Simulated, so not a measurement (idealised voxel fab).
The document below concerns the process module designated voxel air gaps.
Square cells of 5 nm make up the cross-section cut, whose width is 175 nm.
Cross-section layout: square cells on a grid; listed as bands, top to bottom; a band spans one or more cell rows.
Basically the band line says how high the top is and how high the bottom is, in nm, and then what's in it from left to right, every material with its width in nm. Empty space shows up as "air", and if a single material carries "all across" it runs the full band edge to edge.
Heights are reckoned from 0. Under this level, the received wafer is all of one material. The bottommost band is open-ended downward, for example "from 0 down".
Graded width ("30->40"): value in top row of band = first number; value in bottom row = second number; row-to-row change constant.
It should be understood that the words "no alterations made", when stated for a given step, signify that the cross-section underwent no change in any of its cells during that step.
In "Closed void list" the enclosed voids are listed, meaning empty spaces of 8 cells or larger without any opening to the top. The form is width x height at distance, distance from the left edge, units nm.
Step line, after settings: the simulator's comment on this step.
The setting "overlay nm" may be written on the line of a step. When the step uses a mask, the value reports how far to the right of the planned place the mask lay, and a negative value reports that it lay to the left.
### The following list gives the planned process steps
1 RECEIVE | material Si
2 CONFORMAL_DEP | material SiO2 | thk nm 15
3 CONFORMAL_DEP | material SiN | thk nm 5
4 DIRECTIONAL_DEP | material SiO2 | thk nm 30
5 MASKED_ETCH | tone open | mask id LINES | width nm 15 | pitch nm 40 | etch materials SiO2 | depth nm 30 | overlay nm 0
6 CONFORMAL_DEP | material TiN | thk nm 5
7 FILL_DEP | material W | thk nm 10
8 CMP | height nm 50
9 EPI | material Ru | thk nm 10
10 SELECTIVE_ETCH | etch materials SiO2 | depth nm 40
11 CONFORMAL_DEP | material SiN | thk nm 5
### Cross-section of the wafer upon arrival, representing the state reached after step 1
> from 0 down = Si all across
> Closed void list: none
### First of two wafers at the end of the module, shown in cross-section; run carried out as planned
> from 65 to 60 = air=5, SiN=165, air=5
> from 60 to 50 = air=5, SiN=5, Ru=35, SiN=5, Ru=35, SiN=5, Ru=35, SiN=5, Ru=35, SiN=5, air=5
> from 50 to 45 = air=5, SiN=15, TiN=5, W=5, TiN=5, SiN=25, TiN=5, W=5, TiN=5, SiN=25, TiN=5, W=5, TiN=5, SiN=25, TiN=5, W=5, TiN=5, SiN=15, air=5
> from 45 to 25 = air=15, SiN=5, TiN=5, W=5, TiN=5, SiN=5, air=15, SiN=5, TiN=5, W=5, TiN=5, SiN=5, air=15, SiN=5, TiN=5, W=5, TiN=5, SiN=5, air=15, SiN=5, TiN=5, W=5, TiN=5, SiN=5, air=15
> from 25 to 20 = SiN=20, TiN=15, SiN=25, TiN=15, SiN=25, TiN=15, SiN=25, TiN=15, SiN=20
> from 20 to 15 = SiN all across
> from 15 to 0 = SiO2 all across
> from 0 down = Si all across
> Closed void list: 15 x 20 at 40; 15 x 20 at 80; 15 x 20 at 120
### The second wafer, shown in cross-section after the module: started the same way as the first and given the same plan, yet one mistake crept into how it was run
> from 65 to 60 = air=5, SiN=165, air=5
> from 60 to 50 = air=5, SiN=5, Ru=35, SiN=5, Ru=35, SiN=5, Ru=35, SiN=5, Ru=35, SiN=5, air=5
> from 50 to 45 = air=5, SiN=15, TiN=5, W=5, TiN=5, SiN=25, TiN=5, W=5, TiN=5, SiN=25, TiN=5, W=5, TiN=5, SiN=25, TiN=5, W=5, TiN=5, SiN=15, air=5
> from 45 to 40 = air=15, SiN=5, TiN=5, W=5, TiN=5, SiN=5, air=15, SiN=5, TiN=5, W=5, TiN=5, SiN=5, air=15, SiN=5, TiN=5, W=5, TiN=5, SiN=5, air=15, SiN=5, TiN=5, W=5, TiN=5, SiN=5, air=15
> from 40 to 35 = SiN=20, TiN=15, SiN=25, TiN=15, SiN=25, TiN=15, SiN=25, TiN=15, SiN=20
> from 35 to 30 = SiN all across
> from 30 to 0 = SiO2 all across
> from 0 down = Si all across
> Closed void list: none
Deviation noted in wafer processing: step 2 of the plan was twice carried out
The closing comparison, in cells, has the second wafer with more or fewer of some materials than the first: -24 SiN; +105 SiO2; -24 TiN; -12 W
Closed voids, final: 3 / 0 (first wafer / second wafer).
